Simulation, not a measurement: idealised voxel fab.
Process module, titled voxel capacitor over wiring
The width of the displayed cross-section, cut, is 230 nm; its cells are square, with a size of 5 nm.
A cross-section is a grid of square cells, given in bands from the top down. A band is one or more rows of cells. Heights first: top, then bottom, in nm. Then materials, left to right, each with a width in nm. "full width" on a single material: fills the band edge to edge. "empty": empty space. Where do heights start? At 0: under that level the wafer as delivered is made of one material only. And the lowest band has no floor; it just carries on downward, as in "0 -> down". It should be noted that a width expressed as "30->40" varies in equal increments from row to row of cells within the band, taking the value of the first number at the top row and that of the second number at the bottom row. Where a step carries "no alterations made", the cross-section came out of it unchanged, cell for cell. This entry, "Closed internal cavities", enumerates those empty regions of no fewer than 8 cells that possess no open connection to the top. Each region is reported in the form width x height at distance, the distance being taken from the left edge, with all three quantities expressed in nm. Step line, after settings: the simulator's comment on this step. "overlay nm" denotes, for a step that has a mask, the displacement of the mask to the right of its planned place, with negative values corresponding to the left.

This section lists the process steps that were planned
| 1 | RECEIVE,material Si |
| 2 | CONFORMAL_DEP,material SiO2,thk nm 10 |
| 3 | CONFORMAL_DEP,material SiN,thk nm 5 |
| 4 | DIRECTIONAL_DEP,material lowk,thk nm 15 |
| 5 | PATTERN,tone open,mask id METAL_1,material resist,width nm 20,pitch nm 80,thk nm 20,overlay nm 0 |
| 6 | DIRECTIONAL_ETCH,etch materials lowk,depth nm 15 |
| 7 | DIRECTIONAL_ETCH,etch materials SiN,depth nm 5 |
| 8 | STRIP,etch materials resist |
| 9 | CONFORMAL_DEP,material TiN,thk nm 5 |
| 10 | FILL_DEP,material W,thk nm 10 |
| 11 | CMP,height nm 30 |
| 12 | CONFORMAL_DEP,material SiCN,thk nm 5 |
| 13 | DIRECTIONAL_DEP,material SiO2,thk nm 15 |
| 14 | MASKED_ETCH,tone open,mask id PLUG_1,width nm 15,etch materials SiO2,depth nm 15,overlay nm 0 |
| 15 | MASKED_ETCH,tone open,mask id PLUG_1,width nm 15,etch materials SiCN,depth nm 5,overlay nm 0 |
| 16 | CONFORMAL_DEP,material TiN,thk nm 5 |
| 17 | FILL_DEP,material Ru,thk nm 10 |
| 18 | CMP,height nm 50 |
| 19 | DIRECTIONAL_DEP,material TiN,thk nm 5 |
| 20 | DIRECTIONAL_DEP,material Al2O3,thk nm 5 |
| 21 | DIRECTIONAL_DEP,material TiN,thk nm 5 |
| 22 | MASKED_ETCH,tone cover,mask id UPPER_PLATE,width nm 65,etch materials TiN,depth nm 5,overlay nm 0 |
| 23 | MASKED_ETCH,tone cover,mask id UPPER_PLATE,width nm 65,etch materials Al2O3,depth nm 5,overlay nm 0 |
| 24 | PATTERN,tone cover,mask id LOWER_PLATE,material resist,width nm 75,thk nm 20,overlay nm 0 |
| 25 | DIRECTIONAL_ETCH,etch materials TiN,depth nm 5 |
| 26 | STRIP,etch materials resist |
| 27 | FILL_DEP,material SiO2,thk nm 15 |
| 28 | CMP,height nm 75 |
| 29 | MASKED_ETCH,tone open,mask id PLUG_2,width nm 15,etch materials SiO2,depth nm 10,overlay nm 0 |
| 30 | CONFORMAL_DEP,material TiN,thk nm 5 |
| 31 | FILL_DEP,material Ru,thk nm 10 |
| 32 | CMP,height nm 75 |
| 33 | CONFORMAL_DEP,material SiN,thk nm 5 |

So this is the incoming wafer in cross-section - it's already been through step 1
0 -> down | Si full width
Closed internal cavities: none

The first of two wafers, cross-sectioned at the end of the module, with the run proceeding as planned
80 -> 75 | SiN full width
75 -> 70 | SiO2 (80)  TiN (5)  Ru (5)  TiN (5)  SiO2 (135)
70 -> 60 | SiO2 (80->70)  TiN (15->65)  SiO2 (135->95)
60 -> 55 | SiO2 (70)  Al2O3 (65)  SiO2 (95)
55 -> 50 | SiO2 (65)  TiN (75)  SiO2 (90)
50 -> 35 | SiO2 (70)  TiN (5)  Ru (5)  TiN (5)  SiO2 (145)
35 -> 30 | SiCN (70)  TiN (15)  SiCN (145)
30 -> 15 | lowk (65)  TiN (5)  W (10)  TiN (5)  lowk (60)  TiN (5)  W (10)  TiN (5)  lowk (65)
15 -> 10 | SiN (65)  TiN (20)  SiN (60)  TiN (20)  SiN (65)
10 -> 0 | SiO2 full width
0 -> down | Si full width
Closed internal cavities: none

End-of-module cross-section of the second wafer: identical starting point and process plan to the first, with one processing mistake
80 -> 75 | SiN full width
75 -> 70 | SiO2 (80)  TiN (5)  Ru (5)  TiN (5)  SiO2 (135)
70 -> 60 | SiO2 (80->70)  TiN (15->65)  SiO2 (135->95)
60 -> 55 | SiO2 (70)  Al2O3 (65)  SiO2 (95)
55 -> 50 | SiO2 (65)  TiN (75)  SiO2 (90)
50 -> 45 | SiCN (70)  TiN (15)  SiCN (145)
45 -> 30 | SiO2 full width
30 -> 15 | lowk (65)  TiN (5)  W (10)  TiN (5)  lowk (60)  TiN (5)  W (10)  TiN (5)  lowk (65)
15 -> 10 | SiN (65)  TiN (20)  SiN (60)  TiN (20)  SiN (65)
10 -> 0 | SiO2 full width
0 -> down | Si full width
Closed internal cavities: none
The plan and the run diverged here: the executed order of steps 12 and 13 is the reverse of that specified in the plan, each step having taken the other's position
Final cells, second wafer relative to first, materials higher or lower: -3 Ru; +9 SiO2; -6 TiN
